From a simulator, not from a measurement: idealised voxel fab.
A process module follows: voxel self aligned contacts.
The width of the displayed cross-section, cut, is 250 nm; its cells are square, with a size of 5 nm.
Cross-section format: a grid of square cells, given as bands from top to bottom; each band is one or more rows of cells.
In this notation a band is specified by the heights of its top and bottom, in that order and in nm, after which its materials appear from left to right, each paired with its width in nm. The word "throughout" attached to a single material means that material fills the band from edge to edge; the word "empty" stands for empty space.
Heights are measured from 0, the level below which the as-received wafer is all one material; the lowest band has no bottom and continues downward, written as in "from 0 down".
Think of "30->40" as a width that walks from the first number to the second as you go down the band, top row to bottom row, taking equal-sized steps from row to row.
Basically "nothing altered" means that step didn't change any cell in the cross-section.
The entry titled "Closed internal cavities" provides the empty spaces that have no open way to the top, restricted to those of 8 cells or more. Each is presented as width x height at distance, the distance being measured from the left edge, with all three in nm.
That trailing text on a step's line, after the settings, is the simulator's own remark on the step.
"overlay nm" denotes, for a step that has a mask, the displacement of the mask to the right of its planned place, with negative values corresponding to the left.

### Listed below are the process steps as planned
1. RECEIVE (material Si)
2. CONFORMAL_DEP (material SiO2; thk nm 5)
3. DIRECTIONAL_DEP (material polySi; thk nm 30)
4. DIRECTIONAL_DEP (material SiN; thk nm 15)
5. PATTERN (tone cover; mask id GATE; material resist; width nm 35; pitch nm 60; thk nm 15; overlay nm -15)
6. DIRECTIONAL_ETCH (etch materials SiN; depth nm 15)
7. DIRECTIONAL_ETCH (etch materials polySi; depth nm 30)
8. STRIP (etch materials resist)
9. CONFORMAL_DEP (material SiN; thk nm 5)
10. DIRECTIONAL_ETCH (etch materials SiN; depth nm 5)
11. FILL_DEP (material SiO2; thk nm 15)
12. CMP (height nm 60)
13. PATTERN (tone open; mask id CONTACT; material resist; width nm 35; pitch nm 60; thk nm 15; overlay nm 0)
14. DIRECTIONAL_ETCH (etch materials SiO2; depth nm 60)
15. STRIP (etch materials resist)
16. CONFORMAL_DEP (material TiN; thk nm 5)
17. FILL_DEP (material Ru; thk nm 5)
18. CMP (height nm 60)
19. CONFORMAL_DEP (material SiCN; thk nm 5)
Where the wafers of this document differ is in the overlay nm of step 5; they start out the same, and the plan states the value that applied to the first wafer.

### So this is the first of several wafers, cross-sectioned as it came to us, meaning it's at the end of step 1
from 0 down  Si throughout
Closed internal cavities: none

### Gained (+) or lost (-) cells of each material since receipt, then closed voids: one row per wafer, at the end of the module
overlay nm -15 | +10 Ru | +50 SiCN | +117 SiN | +289 SiO2 | +58 TiN | +126 polySi | Closed internal cavities: none
overlay nm -10 | +30 Ru | +50 SiCN | +117 SiN | +269 SiO2 | +58 TiN | +126 polySi | Closed internal cavities: none
overlay nm -5 | +30 Ru | +50 SiCN | +117 SiN | +269 SiO2 | +58 TiN | +126 polySi | Closed internal cavities: none
overlay nm 0 | +30 Ru | +50 SiCN | +117 SiN | +269 SiO2 | +58 TiN | +126 polySi | Closed internal cavities: none
overlay nm 5 | +30 Ru | +50 SiCN | +117 SiN | +269 SiO2 | +58 TiN | +126 polySi | Closed internal cavities: none
overlay nm 10 | +30 Ru | +50 SiCN | +117 SiN | +269 SiO2 | +58 TiN | +126 polySi | Closed internal cavities: none
overlay nm 15 | +10 Ru | +50 SiCN | +117 SiN | +289 SiO2 | +58 TiN | +126 polySi | Closed internal cavities: none
